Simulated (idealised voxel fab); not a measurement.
Proc. module: voxel trench capacitor
The cross-section on display is named cut; it measures 255 nm wide, and its cells are 5 nm squares.
Think of the cross-section as a grid of square cells. We describe it in bands, top to bottom, and each band covers one or more rows of those cells. A band entry consists of two parts. The first gives the height of the band's top and the height of its bottom, in nm. The rest lists the band's materials from left to right, each with its width in nm. A single material labelled with the word "everywhere" fills the band from edge to edge, and the word "blank" marks empty space. Heights are expressed relative to 0, this being the level below which the as-received wafer comprises one material exclusively. The lowest band is unbounded in the downward direction and is denoted as in "z 0 and below". Top row gets the first number, bottom row gets the second, and each row in between changes by the same step: that is how a band width like "30..40" works. Where the words "nothing changed" appear for a step, the cross-section shows no cell changed by that step; every cell remained as before. This entry, "Sealed void list", enumerates those empty regions of no fewer than 8 cells that possess no open connection to the top. Each region is reported in the form width x height at distance, the distance being taken from the left edge, with all three quantities expressed in nm. Anything after a step's settings on that line? It's the simulator's own note about the step. Regarding "overlay nm": on a step with a mask, it is the distance the mask lay to the right of its planned place; a negative value places it to the left.
**Listed below are the process steps as planned**
1: RECEIVE: material Si
2: CONFORMAL_DEP: material SiN, thk nm 5
3: PATTERN: tone open, mask id TRENCH, material resist, width nm 25, pitch nm 50, thk nm 20, overlay nm -15
4: DIRECTIONAL_ETCH: etch materials SiN, depth nm 5
5: DIRECTIONAL_ETCH: etch materials Si, depth nm 30
6: STRIP: etch materials resist
7: CONFORMAL_DEP: material HfO2, thk nm 5
8: CONFORMAL_DEP: material TiN, thk nm 5
9: FILL_DEP: material W, thk nm 10
10: CMP: height nm 5
It is noted that the wafers described herein are identical at the outset and are distinguished by the overlay nm of step 3; the value stated in the plan corresponds to the first wafer.
**The first of several wafers in cross-section, exactly as it reached us after step 1**
	z 0 and below: Si everywhere
	Sealed void list: none
**Wafer rows, end of module: cells per material gained (+) or lost (-) since receipt; closed voids last**
overlay nm -15, +51 HfO2, -90 Si, +36 SiN, +39 TiN, +15 W, Sealed void list: none
overlay nm -10, +51 HfO2, -90 Si, +36 SiN, +39 TiN, +15 W, Sealed void list: none
overlay nm -5, +51 HfO2, -90 Si, +36 SiN, +39 TiN, +15 W, Sealed void list: none
overlay nm 0, +51 HfO2, -90 Si, +36 SiN, +39 TiN, +15 W, Sealed void list: none
overlay nm 5, +51 HfO2, -90 Si, +36 SiN, +39 TiN, +15 W, Sealed void list: none
overlay nm 10, +51 HfO2, -90 Si, +36 SiN, +39 TiN, +15 W, Sealed void list: none
overlay nm 15, +51 HfO2, -90 Si, +36 SiN, +39 TiN, +15 W, Sealed void list: none
